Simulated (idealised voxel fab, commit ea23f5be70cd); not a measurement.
A process module follows: voxel transistor to metal.
We display cut, a cross-section 200 nm in width whose square cells are each 5 nm.
Bands, listed from the top down, are how a cross-section gets written in this document; the cross-section itself is a grid of square cells, and a band is one or more rows of them.
What a band's entry tells you: where the top is and where the bottom is, as heights in nm, and after that what lies inside, material by material from left to right, each with its width in nm. Empty space is written as the word "air", and a single material marked with the word "everywhere" occupies the band from edge to edge.
Heights from 0 (as-received wafer is one material below). Bottom band endless downward, as "top 0, no bottom".
Read "30 to 40" as a graded width: first number on top, second number at the bottom, same change between each pair of neighbouring rows.
Key: "nothing altered" - step with no changed cell in the cross-section.
"Unvented voids" lists enclosed empty spaces (at least 8 cells, no open path upward to the top), each as width x height at distance from the left edge, in nm.
Past the settings on a step's line: simulator remark, on that step.
A step's line can hold "overlay nm"; with a mask on that step, the setting says how far right of the planned place the mask lay, while a negative setting says it lay to the left.

Listed below are the process steps as planned:
1,RECEIVE, material Si
2,CONFORMAL_DEP, material SiO2, thk nm 5
3,CONFORMAL_DEP, material SiN, thk nm 15
4,MASKED_ETCH, tone cover, mask id ACTIVE, width nm 110, etch materials SiN, depth nm 15, overlay nm 0
5,MASKED_ETCH, tone cover, mask id ACTIVE, width nm 110, etch materials SiO2, depth nm 5, overlay nm 0
6,MASKED_ETCH, tone cover, mask id ACTIVE, width nm 110, etch materials Si, depth nm 30, overlay nm 0
7,FILL_DEP, material SiO2, thk nm 15
8,CMP, height nm 20
9,SELECTIVE_ETCH, etch materials SiO2, depth nm 5
10,STRIP, etch materials SiN
11,SELECTIVE_ETCH, etch materials SiO2, depth nm 5
12,OXIDIZE, depth nm 5
13,DIRECTIONAL_DEP, material polySi, thk nm 20
14,DIRECTIONAL_DEP, material SiCN, thk nm 10
15,PATTERN, tone cover, mask id GATE, material resist, width nm 20, thk nm 20, overlay nm 0
16,DIRECTIONAL_ETCH, etch materials SiCN, depth nm 20
17,DIRECTIONAL_ETCH, etch materials polySi, depth nm 30
18,STRIP, etch materials resist
19,CONFORMAL_DEP, material SiN, thk nm 5
20,DIRECTIONAL_ETCH, etch materials SiN, depth nm 5
21,DIRECTIONAL_ETCH, etch materials SiO2, depth nm 5
22,DIRECTIONAL_ETCH, etch materials Si, depth nm 10
23,EPI, material SiGe, thk nm 10
24,FILL_DEP, material SiO2, thk nm 10
25,CMP, height nm 30
26,DIRECTIONAL_DEP, material SiO2, thk nm 10
27,MASKED_ETCH, tone open, mask id CONTACT, width nm 15, pitch nm 75, etch materials SiO2, depth nm 45, overlay nm 0
28,CONFORMAL_DEP, material TiN, thk nm 5
29,FILL_DEP, material W, thk nm 10
30,CMP, height nm 40
31,CONFORMAL_DEP, material SiCN, thk nm 5
32,DIRECTIONAL_DEP, material lowk, thk nm 20
33,MASKED_ETCH, tone open, mask id METAL_1, width nm 15, pitch nm 75, etch materials lowk, depth nm 20, overlay nm 0
34,MASKED_ETCH, tone open, mask id METAL_1, width nm 15, pitch nm 75, etch materials SiCN, depth nm 5, overlay nm 0
35,CONFORMAL_DEP, material TiN, thk nm 5
36,FILL_DEP, material Cu, thk nm 5
37,CMP, height nm 65
38,EPI, material Ru, thk nm 5
39,FILL_DEP, material SiCN, thk nm 5

Below: the first of two wafers, run as planned:

Incoming wafer in cross-section (state: after step 1):
* top 0, no bottom = Si everywhere
* Unvented voids: none

Cross-section: wafer state after step 2:
* top 5, bottom 0 = SiO2 everywhere
* No changes below 0.

Cross-section: wafer state after step 3:
* top 20, bottom 5 = SiN everywhere
* No changes below 5.

Cross-section: wafer state after step 4:
* top 20, bottom 5 = air (45), SiN (110), air (45)
* No changes below 5.

Cross-section: wafer state after step 5:
* top 20, bottom 5 = air (45), SiN (110), air (45)
* top 5, bottom 0 = air (45), SiO2 (110), air (45)
* No changes below 0.

Cross-section: wafer state after step 6:
* top 20, bottom 5 = air (45), SiN (110), air (45)
* top 5, bottom 0 = air (45), SiO2 (110), air (45)
* top 0, bottom -30 = air (45), Si (110), air (45)
* No changes below -30.

Cross-section: wafer state after step 7:
* top 35, bottom 20 = SiO2 everywhere
* top 20, bottom 5 = SiO2 (45), SiN (110), SiO2 (45)
* top 5, bottom 0 = SiO2 everywhere
* top 0, bottom -30 = SiO2 (45), Si (110), SiO2 (45)
* No changes below -30.

Cross-section: wafer state after step 8:
* top 20, bottom 5 = SiO2 (45), SiN (110), SiO2 (45)
* No changes below 5.

Cross-section: wafer state after step 9:
* top 20, bottom 15 = air (45), SiN (110), air (45)
* No changes below 15.

Cross-section: wafer state after step 10:
* top 15, bottom 5 = SiO2 (45), air (110), SiO2 (45)
* No changes below 5.

Cross-section: wafer state after step 11:
* top 10, bottom 0 = SiO2 (40), air (120), SiO2 (40)
* No changes below 0.

Cross-section: wafer state after step 12:
* top 10, bottom 0 = SiO2 (40), air (120), SiO2 (40)
* top 0, bottom -5 = SiO2 everywhere
* No changes below -5.

Cross-section: wafer state after step 13:
* top 30, bottom 20 = polySi (40), air (120), polySi (40)
* top 20, bottom 10 = polySi everywhere
* top 10, bottom 0 = SiO2 (40), polySi (120), SiO2 (40)
* No changes below 0.

Cross-section: wafer state after step 14:
* top 40, bottom 30 = SiCN (40), air (120), SiCN (40)
* top 30, bottom 20 = polySi (40), SiCN (120), polySi (40)
* No changes below 20.

Cross-section: wafer state after step 15:
* top 60, bottom 40 = air (90), resist (20), air (90)
* top 40, bottom 30 = SiCN (40), air (50), resist (20), air (50), SiCN (40)
* No changes below 30.

Cross-section: wafer state after step 16:
* top 60, bottom 30 = air (90), resist (20), air (90)
* top 30, bottom 20 = polySi (40), air (50), SiCN (20), air (50), polySi (40)
* No changes below 20.

Cross-section: wafer state after step 17:
* top 60, bottom 30 = air (90), resist (20), air (90)
* top 30, bottom 20 = air (90), SiCN (20), air (90)
* top 20, bottom 10 = air (90), polySi (20), air (90)
* top 10, bottom 0 = SiO2 (40), air (50), polySi (20), air (50), SiO2 (40)
* No changes below 0.

Cross-section: wafer state after step 18:
* top 30, bottom 20 = air (90), SiCN (20), air (90)
* No changes below 20.

Cross-section: wafer state after step 19:
* top 35, bottom 30 = air (85), SiN (30), air (85)
* top 30, bottom 20 = air (85), SiN (5), SiCN (20), SiN (5), air (85)
* top 20, bottom 15 = air (85), SiN (5), polySi (20), SiN (5), air (85)
* top 15, bottom 10 = SiN (45), air (40), SiN (5), polySi (20), SiN (5), air (40), SiN (45)
* top 10, bottom 5 = SiO2 (40), SiN (5), air (40), SiN (5), polySi (20), SiN (5), air (40), SiN (5), SiO2 (40)
* top 5, bottom 0 = SiO2 (40), SiN (50), polySi (20), SiN (50), SiO2 (40)
* No changes below 0.

Cross-section: wafer state after step 20:
* top 30, bottom 20 = air (85), SiN (5), SiCN (20), SiN (5), air (85)
* top 20, bottom 10 = air (85), SiN (5), polySi (20), SiN (5), air (85)
* top 10, bottom 0 = SiO2 (40), SiN (5), air (40), SiN (5), polySi (20), SiN (5), air (40), SiN (5), SiO2 (40)
* No changes below 0.

Cross-section: wafer state after step 21:
* top 30, bottom 20 = air (85), SiN (5), SiCN (20), SiN (5), air (85)
* top 20, bottom 10 = air (85), SiN (5), polySi (20), SiN (5), air (85)
* top 10, bottom 5 = air (40), SiN (5), air (40), SiN (5), polySi (20), SiN (5), air (40), SiN (5), air (40)
* top 5, bottom 0 = SiO2 (40), SiN (5), air (40), SiN (5), polySi (20), SiN (5), air (40), SiN (5), SiO2 (40)
* top 0, bottom -5 = SiO2 (45), air (40), SiO2 (30), air (40), SiO2 (45)
* No changes below -5.

Cross-section: wafer state after step 22:
* top 30, bottom 20 = air (85), SiN (5), SiCN (20), SiN (5), air (85)
* top 20, bottom 10 = air (85), SiN (5), polySi (20), SiN (5), air (85)
* top 10, bottom 5 = air (40), SiN (5), air (40), SiN (5), polySi (20), SiN (5), air (40), SiN (5), air (40)
* top 5, bottom 0 = SiO2 (40), SiN (5), air (40), SiN (5), polySi (20), SiN (5), air (40), SiN (5), SiO2 (40)
* top 0, bottom -5 = SiO2 (45), air (40), SiO2 (30), air (40), SiO2 (45)
* top -5, bottom -15 = SiO2 (45), air (40), Si (30), air (40), SiO2 (45)
* No changes below -15.

Cross-section: wafer state after step 23:
* top 30, bottom 20 = air (85), SiN (5), SiCN (20), SiN (5), air (85)
* top 20, bottom 10 = air (85), SiN (5), polySi (20), SiN (5), air (85)
* top 10, bottom 5 = air (40), SiN (5), air (40), SiN (5), polySi (20), SiN (5), air (40), SiN (5), air (40)
* top 5, bottom 0 = SiO2 (40), SiN (5), air (30), SiGe (10), SiN (5), polySi (20), SiN (5), SiGe (10), air (30), SiN (5), SiO2 (40)
* top 0, bottom -5 = SiO2 (45), air (30), SiGe (10), SiO2 (30), SiGe (10), air (30), SiO2 (45)
* top -5, bottom -15 = SiO2 (45), SiGe (40), Si (30), SiGe (40), SiO2 (45)
* No changes below -15.

Cross-section: wafer state after step 24:
* top 40, bottom 30 = SiO2 everywhere
* top 30, bottom 20 = SiO2 (85), SiN (5), SiCN (20), SiN (5), SiO2 (85)
* top 20, bottom 10 = SiO2 (85), SiN (5), polySi (20), SiN (5), SiO2 (85)
* top 10, bottom 5 = SiO2 (40), SiN (5), SiO2 (40), SiN (5), polySi (20), SiN (5), SiO2 (40), SiN (5), SiO2 (40)
* top 5, bottom 0 = SiO2 (40), SiN (5), SiO2 (30), SiGe (10), SiN (5), polySi (20), SiN (5), SiGe (10), SiO2 (30), SiN (5), SiO2 (40)
* top 0, bottom -5 = SiO2 (75), SiGe (10), SiO2 (30), SiGe (10), SiO2 (75)
* No changes below -5.

Cross-section: wafer state after step 25:
* top 30, bottom 20 = SiO2 (85), SiN (5), SiCN (20), SiN (5), SiO2 (85)
* No changes below 20.

Cross-section: wafer state after step 26:
* top 40, bottom 30 = SiO2 everywhere
* No changes below 30.

Cross-section: wafer state after step 27:
* top 40, bottom 30 = SiO2 (55), air (15), SiO2 (60), air (15), SiO2 (55)
* top 30, bottom 20 = SiO2 (55), air (15), SiO2 (15), SiN (5), SiCN (20), SiN (5), SiO2 (15), air (15), SiO2 (55)
* top 20, bottom 10 = SiO2 (55), air (15), SiO2 (15), SiN (5), polySi (20), SiN (5), SiO2 (15), air (15), SiO2 (55)
* top 10, bottom 5 = SiO2 (40), SiN (5), SiO2 (10), air (15), SiO2 (15), SiN (5), polySi (20), SiN (5), SiO2 (15), air (15), SiO2 (10), SiN (5), SiO2 (40)
* top 5, bottom 0 = SiO2 (40), SiN (5), SiO2 (10), air (15), SiO2 (5), SiGe (10), SiN (5), polySi (20), SiN (5), SiGe (10), SiO2 (5), air (15), SiO2 (10), SiN (5), SiO2 (40)
* top 0, bottom -5 = SiO2 (55), air (15), SiO2 (5), SiGe (10), SiO2 (30), SiGe (10), SiO2 (5), air (15), SiO2 (55)
* No changes below -5.

Cross-section: wafer state after step 28:
* top 45, bottom 40 = TiN (60), air (5), TiN (70), air (5), TiN (60)
* top 40, bottom 30 = SiO2 (55), TiN (5), air (5), TiN (5), SiO2 (60), TiN (5), air (5), TiN (5), SiO2 (55)
* top 30, bottom 20 = SiO2 (55), TiN (5), air (5), TiN (5), SiO2 (15), SiN (5), SiCN (20), SiN (5), SiO2 (15), TiN (5), air (5), TiN (5), SiO2 (55)
* top 20, bottom 10 = SiO2 (55), TiN (5), air (5), TiN (5), SiO2 (15), SiN (5), polySi (20), SiN (5), SiO2 (15), TiN (5), air (5), TiN (5), SiO2 (55)
* top 10, bottom 5 = SiO2 (40), SiN (5), SiO2 (10), TiN (5), air (5), TiN (5), SiO2 (15), SiN (5), polySi (20), SiN (5), SiO2 (15), TiN (5), air (5), TiN (5), SiO2 (10), SiN (5), SiO2 (40)
* top 5, bottom 0 = SiO2 (40), SiN (5), SiO2 (10), TiN (5), air (5), TiN (5), SiO2 (5), SiGe (10), SiN (5), polySi (20), SiN (5), SiGe (10), SiO2 (5), TiN (5), air (5), TiN (5), SiO2 (10), SiN (5), SiO2 (40)
* top 0, bottom -5 = SiO2 (55), TiN (15), SiO2 (5), SiGe (10), SiO2 (30), SiGe (10), SiO2 (5), TiN (15), SiO2 (55)
* No changes below -5.

Cross-section: wafer state after step 29:
* top 55, bottom 45 = W everywhere
* top 45, bottom 40 = TiN (60), W (5), TiN (70), W (5), TiN (60)
* top 40, bottom 30 = SiO2 (55), TiN (5), W (5), TiN (5), SiO2 (60), TiN (5), W (5), TiN (5), SiO2 (55)
* top 30, bottom 20 = SiO2 (55), TiN (5), W (5), TiN (5), SiO2 (15), SiN (5), SiCN (20), SiN (5), SiO2 (15), TiN (5), W (5), TiN (5), SiO2 (55)
* top 20, bottom 10 = SiO2 (55), TiN (5), W (5), TiN (5), SiO2 (15), SiN (5), polySi (20), SiN (5), SiO2 (15), TiN (5), W (5), TiN (5), SiO2 (55)
* top 10, bottom 5 = SiO2 (40), SiN (5), SiO2 (10), TiN (5), W (5), TiN (5), SiO2 (15), SiN (5), polySi (20), SiN (5), SiO2 (15), TiN (5), W (5), TiN (5), SiO2 (10), SiN (5), SiO2 (40)
* top 5, bottom 0 = SiO2 (40), SiN (5), SiO2 (10), TiN (5), W (5), TiN (5), SiO2 (5), SiGe (10), SiN (5), polySi (20), SiN (5), SiGe (10), SiO2 (5), TiN (5), W (5), TiN (5), SiO2 (10), SiN (5), SiO2 (40)
* No changes below 0.

Cross-section: wafer state after step 30:
* top 40, bottom 30 = SiO2 (55), TiN (5), W (5), TiN (5), SiO2 (60), TiN (5), W (5), TiN (5), SiO2 (55)
* No changes below 30.

Cross-section: wafer state after step 31:
* top 45, bottom 40 = SiCN everywhere
* No changes below 40.

Cross-section: wafer state after step 32:
* top 65, bottom 45 = lowk everywhere
* No changes below 45.

Cross-section: wafer state after step 33:
* top 65, bottom 45 = lowk (55), air (15), lowk (60), air (15), lowk (55)
* No changes below 45.

Cross-section: wafer state after step 34:
* top 65, bottom 45 = lowk (55), air (15), lowk (60), air (15), lowk (55)
* top 45, bottom 40 = SiCN (55), air (15), SiCN (60), air (15), SiCN (55)
* No changes below 40.

Cross-section: wafer state after step 35:
* top 70, bottom 65 = TiN (60), air (5), TiN (70), air (5), TiN (60)
* top 65, bottom 45 = lowk (55), TiN (5), air (5), TiN (5), lowk (60), TiN (5), air (5), TiN (5), lowk (55)
* top 45, bottom 40 = SiCN (55), TiN (15), SiCN (60), TiN (15), SiCN (55)
* No changes below 40.

Cross-section: wafer state after step 36:
* top 75, bottom 70 = Cu everywhere
* top 70, bottom 65 = TiN (60), Cu (5), TiN (70), Cu (5), TiN (60)
* top 65, bottom 45 = lowk (55), TiN (5), Cu (5), TiN (5), lowk (60), TiN (5), Cu (5), TiN (5), lowk (55)
* No changes below 45.

Cross-section: wafer state after step 37:
* top 65, bottom 45 = lowk (55), TiN (5), Cu (5), TiN (5), lowk (60), TiN (5), Cu (5), TiN (5), lowk (55)
* No changes below 45.

Cross-section: wafer state after step 38:
* top 70, bottom 65 = air (50), Ru (25), air (50), Ru (25), air (50)
* No changes below 65.

Cross-section: wafer state after step 39:
* top 75, bottom 70 = SiCN everywhere
* top 70, bottom 65 = SiCN (50), Ru (25), SiCN (50), Ru (25), SiCN (50)
* No changes below 65.

Second Wafer (Identical Start and Plan, One Processing Error; Matches First Wafer Through Step 1):

The second wafer cut through, at the time step 2 was supposed to be finished:
* top 5, bottom 0 = polySi everywhere
* No changes below 0.

The second wafer cut through, at the time step 3 was supposed to be finished:
* top 20, bottom 5 = SiN everywhere
* No changes below 5.

The second wafer cut through, at the time step 4 was supposed to be finished:
* top 20, bottom 5 = air (45), SiN (110), air (45)
* No changes below 5.

The second wafer cut through, at the time step 5 was supposed to be finished: nothing altered

The second wafer cut through, at the time step 6 was supposed to be finished:
* top 20, bottom 5 = air (45), SiN (110), air (45)
* top 5, bottom 0 = air (45), polySi (110), air (45)
* top 0, bottom -25 = air (45), Si (110), air (45)
* No changes below -25.

The second wafer cut through, at the time step 7 was supposed to be finished:
* top 35, bottom 20 = SiO2 everywhere
* top 20, bottom 5 = SiO2 (45), SiN (110), SiO2 (45)
* top 5, bottom 0 = SiO2 (45), polySi (110), SiO2 (45)
* top 0, bottom -25 = SiO2 (45), Si (110), SiO2 (45)
* No changes below -25.

The second wafer cut through, at the time step 8 was supposed to be finished:
* top 20, bottom 5 = SiO2 (45), SiN (110), SiO2 (45)
* No changes below 5.

The second wafer cut through, at the time step 9 was supposed to be finished:
* top 20, bottom 15 = air (45), SiN (110), air (45)
* No changes below 15.

The second wafer cut through, at the time step 10 was supposed to be finished:
* top 15, bottom 5 = SiO2 (45), air (110), SiO2 (45)
* No changes below 5.

The second wafer cut through, at the time step 11 was supposed to be finished:
* top 10, bottom 5 = SiO2 (40), air (120), SiO2 (40)
* top 5, bottom 0 = SiO2 (40), air (5), polySi (110), air (5), SiO2 (40)
* No changes below 0.

The second wafer cut through, at the time step 12 was supposed to be finished:
* top 10, bottom 5 = SiO2 (40), air (120), SiO2 (40)
* top 5, bottom 0 = SiO2 (40), air (5), SiO2 (110), air (5), SiO2 (40)
* top 0, bottom -5 = SiO2 (50), Si (100), SiO2 (50)
* No changes below -5.

The second wafer cut through, at the time step 13 was supposed to be finished:
* top 30, bottom 25 = polySi (40), air (120), polySi (40)
* top 25, bottom 20 = polySi (40), air (5), polySi (110), air (5), polySi (40)
* top 20, bottom 10 = polySi everywhere
* top 10, bottom 5 = SiO2 (40), polySi (120), SiO2 (40)
* top 5, bottom 0 = SiO2 (40), polySi (5), SiO2 (110), polySi (5), SiO2 (40)
* No changes below 0.

The second wafer cut through, at the time step 14 was supposed to be finished:
* top 40, bottom 35 = SiCN (40), air (120), SiCN (40)
* top 35, bottom 30 = SiCN (40), air (5), SiCN (110), air (5), SiCN (40)
* top 30, bottom 25 = polySi (40), SiCN (120), polySi (40)
* top 25, bottom 20 = polySi (40), SiCN (5), polySi (110), SiCN (5), polySi (40)
* No changes below 20.

The second wafer cut through, at the time step 15 was supposed to be finished:
* top 60, bottom 40 = air (90), resist (20), air (90)
* top 40, bottom 35 = SiCN (40), air (50), resist (20), air (50), SiCN (40)
* No changes below 35.

The second wafer cut through, at the time step 16 was supposed to be finished:
* top 60, bottom 35 = air (90), resist (20), air (90)
* top 35, bottom 30 = air (90), SiCN (20), air (90)
* top 30, bottom 25 = polySi (40), air (50), SiCN (20), air (50), polySi (40)
* top 25, bottom 20 = polySi (40), air (5), polySi (110), air (5), polySi (40)
* No changes below 20.

The second wafer cut through, at the time step 17 was supposed to be finished:
* top 60, bottom 35 = air (90), resist (20), air (90)
* top 35, bottom 25 = air (90), SiCN (20), air (90)
* top 25, bottom 10 = air (90), polySi (20), air (90)
* top 10, bottom 5 = SiO2 (40), air (50), polySi (20), air (50), SiO2 (40)
* top 5, bottom 0 = SiO2 (40), air (5), SiO2 (110), air (5), SiO2 (40)
* No changes below 0.

The second wafer cut through, at the time step 18 was supposed to be finished:
* top 35, bottom 25 = air (90), SiCN (20), air (90)
* No changes below 25.

The second wafer cut through, at the time step 19 was supposed to be finished:
* top 40, bottom 35 = air (85), SiN (30), air (85)
* top 35, bottom 25 = air (85), SiN (5), SiCN (20), SiN (5), air (85)
* top 25, bottom 15 = air (85), SiN (5), polySi (20), SiN (5), air (85)
* top 15, bottom 10 = SiN (45), air (40), SiN (5), polySi (20), SiN (5), air (40), SiN (45)
* top 10, bottom 5 = SiO2 (40), SiN (50), polySi (20), SiN (50), SiO2 (40)
* top 5, bottom 0 = SiO2 (40), SiN (5), SiO2 (110), SiN (5), SiO2 (40)
* No changes below 0.

The second wafer cut through, at the time step 20 was supposed to be finished:
* top 35, bottom 25 = air (85), SiN (5), SiCN (20), SiN (5), air (85)
* top 25, bottom 10 = air (85), SiN (5), polySi (20), SiN (5), air (85)
* top 10, bottom 5 = SiO2 (40), SiN (5), air (40), SiN (5), polySi (20), SiN (5), air (40), SiN (5), SiO2 (40)
* No changes below 5.

The second wafer cut through, at the time step 21 was supposed to be finished:
* top 35, bottom 25 = air (85), SiN (5), SiCN (20), SiN (5), air (85)
* top 25, bottom 10 = air (85), SiN (5), polySi (20), SiN (5), air (85)
* top 10, bottom 5 = air (40), SiN (5), air (40), SiN (5), polySi (20), SiN (5), air (40), SiN (5), air (40)
* top 5, bottom 0 = SiO2 (40), SiN (5), air (40), SiO2 (30), air (40), SiN (5), SiO2 (40)
* No changes below 0.

The second wafer cut through, at the time step 22 was supposed to be finished:
* top 35, bottom 25 = air (85), SiN (5), SiCN (20), SiN (5), air (85)
* top 25, bottom 10 = air (85), SiN (5), polySi (20), SiN (5), air (85)
* top 10, bottom 5 = air (40), SiN (5), air (40), SiN (5), polySi (20), SiN (5), air (40), SiN (5), air (40)
* top 5, bottom 0 = SiO2 (40), SiN (5), air (40), SiO2 (30), air (40), SiN (5), SiO2 (40)
* top 0, bottom -5 = SiO2 (50), air (35), Si (30), air (35), SiO2 (50)
* top -5, bottom -10 = SiO2 (45), Si (5), air (35), Si (30), air (35), Si (5), SiO2 (45)
* No changes below -10.

The second wafer cut through, at the time step 23 was supposed to be finished:
* top 35, bottom 25 = air (85), SiN (5), SiCN (20), SiN (5), air (85)
* top 25, bottom 10 = air (85), SiN (5), polySi (20), SiN (5), air (85)
* top 10, bottom 5 = air (40), SiN (5), air (30), SiGe (10), SiN (5), polySi (20), SiN (5), SiGe (10), air (30), SiN (5), air (40)
* top 5, bottom 0 = SiO2 (40), SiN (5), SiGe (15), air (15), SiGe (10), SiO2 (30), SiGe (10), air (15), SiGe (15), SiN (5), SiO2 (40)
* top 0, bottom -5 = SiO2 (50), SiGe (35), Si (30), SiGe (35), SiO2 (50)
* top -5, bottom -10 = SiO2 (45), Si (5), SiGe (35), Si (30), SiGe (35), Si (5), SiO2 (45)
* No changes below -10.

The second wafer cut through, at the time step 24 was supposed to be finished:
* top 45, bottom 35 = SiO2 everywhere
* top 35, bottom 25 = SiO2 (85), SiN (5), SiCN (20), SiN (5), SiO2 (85)
* top 25, bottom 10 = SiO2 (85), SiN (5), polySi (20), SiN (5), SiO2 (85)
* top 10, bottom 5 = SiO2 (40), SiN (5), SiO2 (30), SiGe (10), SiN (5), polySi (20), SiN (5), SiGe (10), SiO2 (30), SiN (5), SiO2 (40)
* top 5, bottom 0 = SiO2 (40), SiN (5), SiGe (15), SiO2 (15), SiGe (10), SiO2 (30), SiGe (10), SiO2 (15), SiGe (15), SiN (5), SiO2 (40)
* No changes below 0.

The second wafer cut through, at the time step 25 was supposed to be finished:
* top 30, bottom 25 = SiO2 (85), SiN (5), SiCN (20), SiN (5), SiO2 (85)
* No changes below 25.

The second wafer cut through, at the time step 26 was supposed to be finished:
* top 40, bottom 30 = SiO2 everywhere
* No changes below 30.

The second wafer cut through, at the time step 27 was supposed to be finished:
* top 40, bottom 30 = SiO2 (55), air (15), SiO2 (60), air (15), SiO2 (55)
* top 30, bottom 25 = SiO2 (55), air (15), SiO2 (15), SiN (5), SiCN (20), SiN (5), SiO2 (15), air (15), SiO2 (55)
* top 25, bottom 10 = SiO2 (55), air (15), SiO2 (15), SiN (5), polySi (20), SiN (5), SiO2 (15), air (15), SiO2 (55)
* top 10, bottom 5 = SiO2 (40), SiN (5), SiO2 (10), air (15), SiO2 (5), SiGe (10), SiN (5), polySi (20), SiN (5), SiGe (10), SiO2 (5), air (15), SiO2 (10), SiN (5), SiO2 (40)
* top 5, bottom 0 = SiO2 (40), SiN (5), SiGe (15), air (10), SiO2 (5), SiGe (10), SiO2 (30), SiGe (10), SiO2 (5), air (10), SiGe (15), SiN (5), SiO2 (40)
* No changes below 0.

The second wafer cut through, at the time step 28 was supposed to be finished:
* top 45, bottom 40 = TiN (60), air (5), TiN (70), air (5), TiN (60)
* top 40, bottom 30 = SiO2 (55), TiN (5), air (5), TiN (5), SiO2 (60), TiN (5), air (5), TiN (5), SiO2 (55)
* top 30, bottom 25 = SiO2 (55), TiN (5), air (5), TiN (5), SiO2 (15), SiN (5), SiCN (20), SiN (5), SiO2 (15), TiN (5), air (5), TiN (5), SiO2 (55)
* top 25, bottom 10 = SiO2 (55), TiN (5), air (5), TiN (5), SiO2 (15), SiN (5), polySi (20), SiN (5), SiO2 (15), TiN (5), air (5), TiN (5), SiO2 (55)
* top 10, bottom 5 = SiO2 (40), SiN (5), SiO2 (10), TiN (15), SiO2 (5), SiGe (10), SiN (5), polySi (20), SiN (5), SiGe (10), SiO2 (5), TiN (15), SiO2 (10), SiN (5), SiO2 (40)
* top 5, bottom 0 = SiO2 (40), SiN (5), SiGe (15), TiN (10), SiO2 (5), SiGe (10), SiO2 (30), SiGe (10), SiO2 (5), TiN (10), SiGe (15), SiN (5), SiO2 (40)
* No changes below 0.

The second wafer cut through, at the time step 29 was supposed to be finished:
* top 55, bottom 45 = W everywhere
* top 45, bottom 40 = TiN (60), W (5), TiN (70), W (5), TiN (60)
* top 40, bottom 30 = SiO2 (55), TiN (5), W (5), TiN (5), SiO2 (60), TiN (5), W (5), TiN (5), SiO2 (55)
* top 30, bottom 25 = SiO2 (55), TiN (5), W (5), TiN (5), SiO2 (15), SiN (5), SiCN (20), SiN (5), SiO2 (15), TiN (5), W (5), TiN (5), SiO2 (55)
* top 25, bottom 10 = SiO2 (55), TiN (5), W (5), TiN (5), SiO2 (15), SiN (5), polySi (20), SiN (5), SiO2 (15), TiN (5), W (5), TiN (5), SiO2 (55)
* No changes below 10.

The second wafer cut through, at the time step 30 was supposed to be finished:
* top 40, bottom 30 = SiO2 (55), TiN (5), W (5), TiN (5), SiO2 (60), TiN (5), W (5), TiN (5), SiO2 (55)
* No changes below 30.

The second wafer cut through, at the time step 31 was supposed to be finished:
* top 45, bottom 40 = SiCN everywhere
* No changes below 40.

The second wafer cut through, at the time step 32 was supposed to be finished:
* top 65, bottom 45 = lowk everywhere
* No changes below 45.

The second wafer cut through, at the time step 33 was supposed to be finished:
* top 65, bottom 45 = lowk (55), air (15), lowk (60), air (15), lowk (55)
* No changes below 45.

The second wafer cut through, at the time step 34 was supposed to be finished:
* top 65, bottom 45 = lowk (55), air (15), lowk (60), air (15), lowk (55)
* top 45, bottom 40 = SiCN (55), air (15), SiCN (60), air (15), SiCN (55)
* No changes below 40.

The second wafer cut through, at the time step 35 was supposed to be finished:
* top 70, bottom 65 = TiN (60), air (5), TiN (70), air (5), TiN (60)
* top 65, bottom 45 = lowk (55), TiN (5), air (5), TiN (5), lowk (60), TiN (5), air (5), TiN (5), lowk (55)
* top 45, bottom 40 = SiCN (55), TiN (15), SiCN (60), TiN (15), SiCN (55)
* No changes below 40.

The second wafer cut through, at the time step 36 was supposed to be finished:
* top 75, bottom 70 = Cu everywhere
* top 70, bottom 65 = TiN (60), Cu (5), TiN (70), Cu (5), TiN (60)
* top 65, bottom 45 = lowk (55), TiN (5), Cu (5), TiN (5), lowk (60), TiN (5), Cu (5), TiN (5), lowk (55)
* No changes below 45.

The second wafer cut through, at the time step 37 was supposed to be finished:
* top 65, bottom 45 = lowk (55), TiN (5), Cu (5), TiN (5), lowk (60), TiN (5), Cu (5), TiN (5), lowk (55)
* No changes below 45.

The second wafer cut through, at the time step 38 was supposed to be finished:
* top 70, bottom 65 = air (50), Ru (25), air (50), Ru (25), air (50)
* No changes below 65.

The second wafer cut through, at the time step 39 was supposed to be finished:
* top 75, bottom 70 = SiCN everywhere
* top 70, bottom 65 = SiCN (50), Ru (25), SiCN (50), Ru (25), SiCN (50)
* No changes below 65.
Nonconformance to the process plan: step 2 ran as: CONFORMAL_DEP, material polySi, thk nm 5
Materials where the second wafer ends with more or fewer cells than the first: Si +42 | SiCN -4 | SiGe +2 | SiN -2 | SiO2 -30 | TiN -4 | W -4
